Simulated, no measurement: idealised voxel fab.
Process module under the name voxel local oxidation
Cross-sectional view cut (width: 165 nm; square cell size: 5 nm).
How to read a cross-section here: the picture is a grid of square cells, written as bands going from the top down, and any band can span one or more rows of cells. A band entry consists of two parts. The first gives the height of the band's top and the height of its bottom, in nm. The rest lists the band's materials from left to right, each with its width in nm. A single material labelled with the word "full width" fills the band from edge to edge, and the word "empty" marks empty space. Beneath 0, the wafer as received is one material, and that level is where height counting begins. The lowest band goes on downward without a bottom; it is written like "0 down". Width "30..40": first value at the band's top row of cells, second value at its bottom row, equal change from row to row. Basically "no change" means that step didn't change any cell in the cross-section. Basically, "Sealed void listing" tells you about the enclosed voids: empty spaces with no open way to the top, 8 cells or bigger, each written width x height at distance, where distance is from the left edge, all in nm. On a step's line, text after the settings is the simulator commenting on that step. overlay nm: step with mask; distance mask lay right of planned place; negative value = left of planned place.

Process steps (planned)
1: RECEIVE (material Si)
2: OXIDIZE (depth nm 5)
3: CONFORMAL_DEP (material SiN; thk nm 15)
4: PATTERN (tone cover; mask id ACTIVE; material resist; width nm 105; thk nm 15; overlay nm 0)
5: DIRECTIONAL_ETCH (etch materials SiN; depth nm 15)
6: STRIP (etch materials resist)
7: SELECTIVE_ETCH (etch materials SiO2; depth nm 5)
8: OXIDIZE (depth nm 15)
9: STRIP (etch materials SiN)

As-received state of the wafer in cross-section, equivalent to post-step 1
* 0 down: Si full width
* Sealed void listing: none

Cross-section at module end, one run error; start and plan unchanged from above
* 0 to -5: 30 empty, then 95 SiO2, then 40 empty
* -5 to -20: 45 SiO2, then 65 Si, then 55 SiO2
* -20 down: Si full width
* Sealed void listing: none
Here's what went sideways: for step 4, the planned setting was not used; the step was instead run as PATTERN (tone cover; mask id ACTIVE; material resist; width nm 105; thk nm 15; overlay nm -5)
